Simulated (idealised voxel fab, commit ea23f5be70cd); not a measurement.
Process module in this document: voxel capacitor over wiring
Square cells of 5 nm make up the cross-section cut, whose width is 155 nm.
How to read a cross-section here: the picture is a grid of square cells, written as bands going from the top down, and any band can span one or more rows of cells.
This entry defines a band. It first specifies the height of the band's top and the height of its bottom in nm, and then specifies the band's materials from left to right, stating each material with its width in nm. The word "edge to edge" identifies a single material that fills the band from edge to edge, while the word "blank" identifies empty space.
Heights from 0 (as-received wafer is one material below). Bottom band endless downward, as "0 nm and below".
Quick explanation for "30 to 40": the width changes in equal steps down the rows of cells, from the first number in the band's top row to the second number in its bottom row.
Step note "nothing changed" = no cross-section cell changed.
In "Listed closed voids" the enclosed voids are listed, meaning empty spaces of 8 cells or larger without any opening to the top. The form is width x height at distance, distance from the left edge, units nm.
Where a step's line continues beyond its settings, the continuation is a remark by the simulator itself on that step.
The "overlay nm" setting may appear on a step's line; for a step that uses a mask, it gives how far to the right of its planned position the mask lay, and a negative value indicates the left.
### These are the steps we planned for the process
1) RECEIVE, material Si
2) CONFORMAL_DEP, material SiO2, thk nm 15
3) CONFORMAL_DEP, material SiCN, thk nm 5
4) DIRECTIONAL_DEP, material SiO2, thk nm 15
5) PATTERN, tone open, mask id METAL_1, material resist, width nm 25, pitch nm 90, thk nm 20, overlay nm 0
6) DIRECTIONAL_ETCH, etch materials SiO2, depth nm 15
7) DIRECTIONAL_ETCH, etch materials SiCN, depth nm 5
8) STRIP, etch materials resist
9) CONFORMAL_DEP, material TiN, thk nm 5
10) FILL_DEP, material Ru, thk nm 10
11) CMP, height nm 35
12) CONFORMAL_DEP, material SiCN, thk nm 5
13) DIRECTIONAL_DEP, material SiO2, thk nm 15
14) DIRECTIONAL_DEP, material aC, thk nm 10
15) PATTERN, tone open, mask id PLUG_1, material resist, width nm 15, thk nm 25, overlay nm 0
16) DIRECTIONAL_ETCH, etch materials aC, depth nm 10
17) STRIP, etch materials resist
18) DIRECTIONAL_ETCH, etch materials SiO2, depth nm 15
19) DIRECTIONAL_ETCH, etch materials SiCN, depth nm 5
20) STRIP, etch materials aC
21) EPI, material Ru, thk nm 10
22) EPI, material Ru, thk nm 10
23) DIRECTIONAL_DEP, material TiN, thk nm 10
24) DIRECTIONAL_DEP, material HfO2, thk nm 5
25) DIRECTIONAL_DEP, material TiN, thk nm 5
26) PATTERN, tone cover, mask id UPPER_PLATE, material resist, width nm 70, thk nm 15, overlay nm 0
27) DIRECTIONAL_ETCH, etch materials TiN, depth nm 5
28) DIRECTIONAL_ETCH, etch materials HfO2, depth nm 5
29) STRIP, etch materials resist
30) PATTERN, tone cover, mask id LOWER_PLATE, material resist, width nm 80, thk nm 20, overlay nm 0
31) DIRECTIONAL_ETCH, etch materials TiN, depth nm 10
32) STRIP, etch materials resist
33) FILL_DEP, material SiO2, thk nm 20
34) CMP, height nm 90
35) PATTERN, tone open, mask id PLUG_2, material resist, width nm 15, thk nm 20, overlay nm 0
36) DIRECTIONAL_ETCH, etch materials SiO2, depth nm 15
37) STRIP, etch materials resist
38) CONFORMAL_DEP, material TiN, thk nm 5
39) FILL_DEP, material Ru, thk nm 10
40) CMP, height nm 90
41) CONFORMAL_DEP, material SiCN, thk nm 5
### As-received wafer cross-section (after step 1)
> 0 nm and below | Si edge to edge
> Listed closed voids: none
### Cross-section at module end, one run error; start and plan unchanged from above
> 95 nm to 90 nm | SiCN edge to edge
> 90 nm to 80 nm | SiO2 40 / TiN 5 / Ru 5 / TiN 5 / SiO2 100
> 80 nm to 70 nm | SiO2 40 to 30 / TiN 15 to 70 / SiO2 100 to 55
> 70 nm to 65 nm | SiO2 30 / HfO2 70 / SiO2 55
> 65 nm to 55 nm | SiO2 25 / TiN 80 / SiO2 50
> 55 nm to 40 nm | SiO2 30 / Ru 15 / SiO2 110
> 40 nm to 35 nm | SiCN 30 / Ru 15 / SiCN 110
> 35 nm to 30 nm | Ru edge to edge
> 30 nm to 25 nm | TiN 25 / Ru 15 / TiN 75 / Ru 15 / TiN 25
> 25 nm to 10 nm | SiO2 20 / TiN 5 / Ru 15 / TiN 5 / SiO2 65 / TiN 5 / Ru 15 / TiN 5 / SiO2 20
> 10 nm to 5 nm | SiCN 20 / TiN 25 / SiCN 65 / TiN 25 / SiCN 20
> 5 nm to 0 nm | SiO2 edge to edge
> 0 nm and below | Si edge to edge
> Listed closed voids: none
Which mistake was made when the wafer was run? contrary to plan, step 2 was performed as CONFORMAL_DEP, material SiO2, thk nm 5
